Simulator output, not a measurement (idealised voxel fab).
Presented below is a process module, voxel tone inversion.
Square cell edge 5 nm, section width 175 nm, ID cut.
Heads up, the way a cross-section reads in here is a grid of square cells, handed over as bands from the top down, with every band being one or more rows of cells.
Per band: top height and bottom height in nm, followed by the left-to-right materials and their widths in nm; "throughout" marks a single material spanning edge to edge, "air" marks empty space.
Heights are expressed relative to 0, this being the level below which the as-received wafer comprises one material exclusively. The lowest band is unbounded in the downward direction and is denoted as in "0 nm and below".
Top row gets the first number, bottom row gets the second, and each row in between changes by the same step: that is how a band width like "30..40" works.
"no change occurred" means the step left every cell of the cross-section as it was.
In "Encapsulated voids" the enclosed voids are listed, meaning empty spaces of 8 cells or larger without any opening to the top. The form is width x height at distance, distance from the left edge, units nm.
It should be noted that, on the line of a given step, the content following the step's settings is a remark produced by the simulator itself with respect to that step.
overlay nm: step with mask; distance mask lay right of planned place; negative value = left of planned place.

The steps planned for the process are as follows:
1 RECEIVE, material Si
2 CONFORMAL_DEP, material SiN, thk nm 5
3 DIRECTIONAL_DEP, material aC, thk nm 20
4 PATTERN, tone cover, mask id POSTS, material resist, width nm 25, pitch nm 40, thk nm 25, overlay nm 0
5 DIRECTIONAL_ETCH, etch materials aC, depth nm 20
6 STRIP, etch materials resist
7 FILL_DEP, material SiO2, thk nm 10
8 CMP, height nm 25
9 STRIP, etch materials aC
10 CONFORMAL_DEP, material TiN, thk nm 5
11 FILL_DEP, material Cu, thk nm 5
12 CMP, height nm 25
13 CONFORMAL_DEP, material SiN, thk nm 5

So this is the incoming wafer in cross-section - it's already been through step 1:
    0 nm and below | Si throughout
    Encapsulated voids: none

First wafer of two, sectioned at end of module; run went per plan:
    30 nm to 25 nm | SiN throughout
    25 nm to 10 nm | SiO2: 15 | TiN: 5 | Cu: 15 | TiN: 5 | SiO2: 15 | TiN: 5 | Cu: 15 | TiN: 5 | SiO2: 15 | TiN: 5 | Cu: 15 | TiN: 5 | SiO2: 15 | TiN: 5 | Cu: 15 | TiN: 5 | SiO2: 15
    10 nm to 5 nm | SiO2: 15 | TiN: 25 | SiO2: 15 | TiN: 25 | SiO2: 15 | TiN: 25 | SiO2: 15 | TiN: 25 | SiO2: 15
    5 nm to 0 nm | SiN throughout
    0 nm and below | Si throughout
    Encapsulated voids: none

Cross-sectional image of the second wafer of the two following completion of the module. Starting state and process plan were the same as for the first wafer; one execution error occurred:
    20 nm to 15 nm | SiN throughout
    15 nm to 10 nm | SiO2: 15 | TiN: 5 | Cu: 15 | TiN: 5 | SiO2: 15 | TiN: 5 | Cu: 15 | TiN: 5 | SiO2: 15 | TiN: 5 | Cu: 15 | TiN: 5 | SiO2: 15 | TiN: 5 | Cu: 15 | TiN: 5 | SiO2: 15
    10 nm to 5 nm | SiO2: 15 | TiN: 25 | SiO2: 15 | TiN: 25 | SiO2: 15 | TiN: 25 | SiO2: 15 | TiN: 25 | SiO2: 15
    5 nm to 0 nm | SiN throughout
    0 nm and below | Si throughout
    Encapsulated voids: none
What was the processing mistake? step 12 ran differently from the plan; actual operation with settings: CMP, height nm 15
Final cells, second wafer relative to first, materials higher or lower: Cu: 24 fewer | SiO2: 30 fewer | TiN: 16 fewer
